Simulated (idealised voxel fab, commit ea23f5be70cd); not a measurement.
process module | voxel capacitor over wiring
cross-section cut | 250 nm wide | cells 5 nm
A cross-section is a grid of square cells, given in bands from the top down. A band is one or more rows of cells.
Each band's line starts with the height of the band's top and of its bottom, in nm. Then come its materials from left to right, each with its width in nm. One material with "throughout" fills the band from edge to edge. "air" is empty space.
Height 0 is the level under which the wafer as received is all one material. The lowest band goes on downwards, as in "0 down".
A width such as "30 to 40" changes by the same amount from each row of cells to the next, from the band's top row to its bottom row.
"no change" after a step means that no cell of the cross-section changed.
closed voids: empty space of 8 cells or more with no open way to the top, each as width x height at its distance from the left edge, in nm
after a step's settings: what the simulator itself notes on the step
overlay nm, on a step with a mask: how far to the right of its planned place the mask lay; to the left if negative
plan
1 op RECEIVE | material Si
2 op CONFORMAL_DEP | material SiO2 | thk nm 10
3 op CONFORMAL_DEP | material SiN | thk nm 5
4 op DIRECTIONAL_DEP | material lowk | thk nm 20
5 op PATTERN | tone open | mask id METAL_1 | material resist | width nm 20 | pitch nm 90 | thk nm 15 | overlay nm 0
6 op DIRECTIONAL_ETCH | etch materials lowk | depth nm 20
7 op DIRECTIONAL_ETCH | etch materials SiN | depth nm 5
8 op STRIP | etch materials resist
9 op CONFORMAL_DEP | material TiN | thk nm 5
10 op FILL_DEP | material Ru | thk nm 10
11 op CMP | height nm 35
12 op EPI | material Ru | thk nm 5
13 op FILL_DEP | material SiCN | thk nm 5
14 op DIRECTIONAL_DEP | material SiO2 | thk nm 15
15 op PATTERN | tone open | mask id PLUG_1 | material resist | width nm 15 | thk nm 15 | overlay nm 0
16 op DIRECTIONAL_ETCH | etch materials SiO2 | depth nm 15
17 op DIRECTIONAL_ETCH | etch materials SiCN | depth nm 5
18 op STRIP | etch materials resist
19 op EPI | material Ru | thk nm 10
20 op EPI | material Ru | thk nm 10
21 op DIRECTIONAL_DEP | material TiN | thk nm 10
22 op DIRECTIONAL_DEP | material SiN | thk nm 5
23 op DIRECTIONAL_DEP | material TiN | thk nm 10
24 op PATTERN | tone cover | mask id UPPER_PLATE | material resist | width nm 75 | thk nm 20 | overlay nm 0
25 op DIRECTIONAL_ETCH | etch materials TiN | depth nm 10
26 op DIRECTIONAL_ETCH | etch materials SiN | depth nm 5
27 op STRIP | etch materials resist
28 op PATTERN | tone cover | mask id LOWER_PLATE | material resist | width nm 85 | thk nm 15 | overlay nm 0
29 op DIRECTIONAL_ETCH | etch materials TiN | depth nm 10
30 op STRIP | etch materials resist
31 op FILL_DEP | material SiO2 | thk nm 15
32 op CMP | height nm 95
33 op PATTERN | tone open | mask id PLUG_2 | material resist | width nm 15 | thk nm 15 | overlay nm 0
34 op DIRECTIONAL_ETCH | etch materials SiO2 | depth nm 10
35 op STRIP | etch materials resist
36 op CONFORMAL_DEP | material TiN | thk nm 5
37 op FILL_DEP | material Ru | thk nm 5
38 op CMP | height nm 95
39 op CONFORMAL_DEP | material SiN | thk nm 5
as received, after step 1
  0 down: Si throughout
  closed voids: none
first wafer at the end, as planned
  100 to 95: SiN throughout
  95 to 90: SiO2 85 | TiN 5 | Ru 5 | TiN 5 | SiO2 150
  90 to 85: SiO2 85 | TiN 15 | SiO2 150
  85 to 75: SiO2 75 | TiN 75 | SiO2 100
  75 to 70: SiO2 75 | SiN 75 | SiO2 100
  70 to 60: SiO2 70 | TiN 85 | SiO2 95
  60 to 45: SiO2 75 | Ru 15 | SiO2 160
  45 to 40: SiCN 75 | Ru 15 | SiCN 160
  40 to 35: SiCN 65 | Ru 30 | SiCN 60 | Ru 30 | SiCN 65
  35 to 15: lowk 70 | TiN 5 | Ru 10 | TiN 5 | lowk 70 | TiN 5 | Ru 10 | TiN 5 | lowk 70
  15 to 10: SiN 70 | TiN 20 | SiN 70 | TiN 20 | SiN 70
  10 to 0: SiO2 throughout
  0 down: Si throughout
  closed voids: none
second wafer at the end: like start, like plan, one mistake
  110 to 95: SiN throughout
  95 to 90: SiO2 85 | TiN 5 | Ru 5 | TiN 5 | SiO2 150
  90 to 85: SiO2 85 | TiN 15 | SiO2 150
  85 to 75: SiO2 75 | TiN 75 | SiO2 100
  75 to 70: SiO2 75 | SiN 75 | SiO2 100
  70 to 60: SiO2 70 | TiN 85 | SiO2 95
  60 to 45: SiO2 75 | Ru 15 | SiO2 160
  45 to 40: SiCN 75 | Ru 15 | SiCN 160
  40 to 35: SiCN 65 | Ru 30 | SiCN 60 | Ru 30 | SiCN 65
  35 to 15: lowk 70 | TiN 5 | Ru 10 | TiN 5 | lowk 70 | TiN 5 | Ru 10 | TiN 5 | lowk 70
  15 to 10: SiN 70 | TiN 20 | SiN 70 | TiN 20 | SiN 70
  10 to 0: SiO2 throughout
  0 down: Si throughout
  closed voids: none
what went wrong: step 39 ran as: op CONFORMAL_DEP | material SiN | thk nm 15
at the end the second wafer has, in cells: 100 more of SiN
